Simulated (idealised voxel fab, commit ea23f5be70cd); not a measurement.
Name of the process module below: voxel self aligned vias
The width of the displayed cross-section, cut, is 175 nm; its cells are square, with a size of 5 nm.
How to read a cross-section here: the picture is a grid of square cells, written as bands going from the top down, and any band can span one or more rows of cells. Quick guide to a band line: top height, bottom height (nm) up front; then every material left to right with its width in nm. Only one material and it's marked "edge to edge"? Then it fills the band edge to edge. And "air" just means empty space. Ref level 0: as-received wafer is one material below here. Bottom band extends down with no lower bound ("0 down"). Think of "30..40" as a width that walks from the first number to the second as you go down the band, top row to bottom row, taking equal-sized steps from row to row. "stayed the same" means the step left every cell of the cross-section as it was. Entry "Closed internal cavities" = empty spaces >= 8 cells with no open way to the top; each as width x height at distance, distance from left edge, all nm. Where a step's line continues beyond its settings, the continuation is a remark by the simulator itself on that step. When a step includes a mask, the "overlay nm" setting on its line states how far to the right of its planned place that mask lay, and negative values state how far to the left.
**Below is the list of planned process steps**
1: RECEIVE with material Si
2: CONFORMAL_DEP with material SiO2, thk nm 10
3: CONFORMAL_DEP with material SiCN, thk nm 5
4: DIRECTIONAL_DEP with material SiO2, thk nm 20
5: DIRECTIONAL_DEP with material aC, thk nm 10
6: PATTERN with tone open, mask id LINES, material resist, width nm 20, pitch nm 50, thk nm 25, overlay nm 0
7: DIRECTIONAL_ETCH with etch materials aC, depth nm 10
8: STRIP with etch materials resist
9: DIRECTIONAL_ETCH with etch materials SiO2, depth nm 20
10: STRIP with etch materials aC
11: CONFORMAL_DEP with material TiN, thk nm 5
12: FILL_DEP with material W, thk nm 5
13: CMP with height nm 35
14: SELECTIVE_ETCH with etch materials W Ru TiN, depth nm 5
15: FILL_DEP with material SiN, thk nm 10
16: CMP with height nm 35
17: DIRECTIONAL_DEP with material SiO2, thk nm 15
18: MASKED_ETCH with tone open, mask id VIAS, width nm 30, pitch nm 100, etch materials SiO2, depth nm 15, overlay nm 0
19: MASKED_ETCH with tone open, mask id VIAS, width nm 30, pitch nm 100, etch materials SiN, depth nm 5, overlay nm 0
20: CONFORMAL_DEP with material TiN, thk nm 5
21: FILL_DEP with material Ru, thk nm 5
22: CMP with height nm 50
23: CONFORMAL_DEP with material SiCN, thk nm 5
**as received, after step 1**
	0 down = Si edge to edge
	Closed internal cavities: none
**a wafer at the end: this start, this plan, one mistake**
	55 to 50 = SiCN edge to edge
	50 to 40 = SiO2 20 nm; TiN 5 nm; Ru 20 nm; TiN 5 nm; SiO2 70 nm; TiN 5 nm; Ru 20 nm; TiN 5 nm; SiO2 25 nm
	40 to 35 = SiO2 20 nm; TiN 5 nm; Ru 5 nm; TiN 20 nm; SiO2 70 nm; TiN 5 nm; Ru 5 nm; TiN 20 nm; SiO2 25 nm
	35 to 30 = SiO2 15 nm; SiN 5 nm; TiN 15 nm; SiO2 30 nm; SiN 20 nm; SiO2 30 nm; SiN 5 nm; TiN 15 nm; SiO2 40 nm
	30 to 20 = SiO2 15 nm; TiN 5 nm; W 10 nm; TiN 5 nm; SiO2 30 nm; TiN 5 nm; W 10 nm; TiN 5 nm; SiO2 30 nm; TiN 5 nm; W 10 nm; TiN 5 nm; SiO2 40 nm
	20 to 15 = SiO2 15 nm; TiN 20 nm; SiO2 30 nm; TiN 20 nm; SiO2 30 nm; TiN 20 nm; SiO2 40 nm
	15 to 10 = SiCN edge to edge
	10 to 0 = SiO2 edge to edge
	0 down = Si edge to edge
	Closed internal cavities: none
Deviation from plan: note that step 6 departed from the planned setting and was carried out as PATTERN with tone open, mask id LINES, material resist, width nm 20, pitch nm 50, thk nm 25, overlay nm -10
